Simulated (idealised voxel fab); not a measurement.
Module name: voxel quadruple lines (process module)
Square cells of 5 nm make up the cross-section cut, whose width is 250 nm.
Each cross-section below is a grid of square cells, stated as bands in top-down order, with one or more rows of cells making up each band. In this notation a band is specified by the heights of its top and bottom, in that order and in nm, after which its materials appear from left to right, each paired with its width in nm. The word "all across" attached to a single material means that material fills the band from edge to edge; the word "air" stands for empty space. Counting heights begins at 0, where everything beneath is, in the wafer as received, one material. The lowest band has no bottom; it goes on downwards, as "0 nm and below" shows. The width entry "30->40" should be interpreted row by row: the top row of cells in the band takes the first number, the bottom row takes the second number, and the change between adjacent rows is uniform throughout. Key: "same as before" - step with no changed cell in the cross-section. Heads up: "Unvented internal voids" only lists the empty pockets with no open path to the top that are 8 cells or more, and it writes them as width x height at distance, distance from the left edge, in nm. If you see something after the settings on a step's line, that's the simulator's own remark about that step. When a step includes a mask, the "overlay nm" setting on its line states how far to the right of its planned place that mask lay, and negative values state how far to the left.

# The steps planned for the process are as follows
1,RECEIVE (material Si)
2,CONFORMAL_DEP (material SiO2; thk nm 5)
3,DIRECTIONAL_DEP (material W; thk nm 10)
4,DIRECTIONAL_DEP (material polySi; thk nm 20)
5,DIRECTIONAL_DEP (material aC; thk nm 25)
6,PATTERN (tone cover; mask id MANDREL; material resist; width nm 30; pitch nm 80; thk nm 30; overlay nm 0)
7,DIRECTIONAL_ETCH (etch materials aC; depth nm 25)
8,STRIP (etch materials resist)
9,CONFORMAL_DEP (material SiO2; thk nm 10)
10,DIRECTIONAL_ETCH (etch materials SiO2; depth nm 10)
11,STRIP (etch materials aC)
12,DIRECTIONAL_ETCH (etch materials polySi; depth nm 20)
13,STRIP (etch materials SiO2)
14,CONFORMAL_DEP (material SiCN; thk nm 10)
15,DIRECTIONAL_ETCH (etch materials SiCN; depth nm 10)
16,STRIP (etch materials polySi)
17,DIRECTIONAL_ETCH (etch materials W; depth nm 10)
18,STRIP (etch materials SiCN)
19,FILL_DEP (material lowk; thk nm 5)
20,CMP (height nm 15)

# Here's what the wafer looked like in cross-section when it arrived - that's after step 1
* 0 nm and below = Si all across
* Unvented internal voids: none

# Post-module cross-section: identical start and plan to those above, one misstep in execution
* 15 nm to 5 nm = SiCN 50 | W 10 | SiCN 10 | W 10 | SiCN 10 | W 10 | SiCN 10 | W 10 | SiCN 10 | W 10 | SiCN 10 | W 10 | SiCN 10 | W 10 | SiCN 10 | W 10 | SiCN 50
* 5 nm to 0 nm = SiO2 all across
* 0 nm and below = Si all across
* Unvented internal voids: none
Deviation noted in wafer processing: it should be noted that step 19 was executed with settings other than those planned, the operation and settings actually applied being FILL_DEP (material SiCN; thk nm 5)
